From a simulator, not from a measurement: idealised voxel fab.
process module | voxel gate over fins
cross-section cut | 255 nm wide | cells 5 nm
A cross-section is a grid of square cells, given in bands from the top down. A band is one or more rows of cells.
Each band's line starts with the height of the band's top and of its bottom, in nm. Then come its materials from left to right, each with its width in nm. One material with "throughout" fills the band from edge to edge. "air" is empty space.
Height 0 is the level under which the wafer as received is all one material. The lowest band goes on downwards, as in "0 down".
A width such as "30 to 40" changes by the same amount from each row of cells to the next, from the band's top row to its bottom row.
"no change" after a step means that no cell of the cross-section changed.
closed voids: empty space of 8 cells or more with no open way to the top, each as width x height at its distance from the left edge, in nm
after a step's settings: what the simulator itself notes on the step
overlay nm, on a step with a mask: how far to the right of its planned place the mask lay; to the left if negative
plan
1 op RECEIVE | material Si
2 op CONFORMAL_DEP | material SiN | thk nm 10
3 op DIRECTIONAL_DEP | material aC | thk nm 10
4 op PATTERN | tone cover | mask id FINS | material resist | width nm 15 | pitch nm 50 | thk nm 30 | overlay nm 0
5 op DIRECTIONAL_ETCH | etch materials aC | depth nm 10
6 op STRIP | etch materials resist
7 op DIRECTIONAL_ETCH | etch materials SiN | depth nm 10
8 op DIRECTIONAL_ETCH | etch materials Si | depth nm 35
9 op STRIP | etch materials aC
10 op OXIDIZE | depth nm 5
11 op FILL_DEP | material SiO2 | thk nm 5
12 op CMP | height nm 10
13 op DIRECTIONAL_DEP | material aC | thk nm 15
14 op PATTERN | tone open | mask id RAIL | material resist | width nm 15 | thk nm 35 | overlay nm -15
15 op DIRECTIONAL_ETCH | etch materials aC | depth nm 15
16 op STRIP | etch materials resist
17 op DIRECTIONAL_ETCH | etch materials SiO2 | depth nm 40
18 op STRIP | etch materials aC
19 op CONFORMAL_DEP | material TiN | thk nm 5
20 op FILL_DEP | material Ru | thk nm 10
21 op CMP | height nm 10
22 op SELECTIVE_ETCH | etch materials W Ru TiN | depth nm 35
23 op FILL_DEP | material SiO2 | thk nm 5
24 op CMP | height nm 10
25 op SELECTIVE_ETCH | etch materials SiO2 | depth nm 25
26 op STRIP | etch materials SiN
27 op CONFORMAL_DEP | material HfO2 | thk nm 5
28 op CONFORMAL_DEP | material TiN | thk nm 5
29 op CONFORMAL_DEP | material TiAl | thk nm 5
30 op CONFORMAL_DEP | material TiN | thk nm 5
31 op FILL_DEP | material W | thk nm 10
32 op CMP | height nm 25
33 op CONFORMAL_DEP | material SiCN | thk nm 10
varied across the wafers: overlay nm of step 14. The plan shows the first wafer's value. All wafers start alike
first wafer as received, after step 1
  0 down: Si throughout
  closed voids: none
each wafer at the end: cells of each material gained (+) or lost (-) since it was received, then its closed voids
overlay nm -15 | +69 HfO2 | -384 Si | +102 SiCN | +238 SiO2 | +69 TiAl | +140 TiN | +123 W | closed voids: none
overlay nm -10 | +69 HfO2 | -384 Si | +102 SiCN | +237 SiO2 | +69 TiAl | +141 TiN | +123 W | closed voids: none
overlay nm -5 | +69 HfO2 | -384 Si | +102 SiCN | +237 SiO2 | +69 TiAl | +141 TiN | +123 W | closed voids: none
overlay nm 0 | +69 HfO2 | -384 Si | +102 SiCN | +237 SiO2 | +69 TiAl | +141 TiN | +123 W | closed voids: none
overlay nm 5 | +69 HfO2 | -384 Si | +102 SiCN | +237 SiO2 | +69 TiAl | +141 TiN | +123 W | closed voids: none
overlay nm 10 | +69 HfO2 | -384 Si | +102 SiCN | +237 SiO2 | +69 TiAl | +141 TiN | +123 W | closed voids: none
overlay nm 15 | +69 HfO2 | -384 Si | +102 SiCN | +238 SiO2 | +69 TiAl | +140 TiN | +123 W | closed voids: none
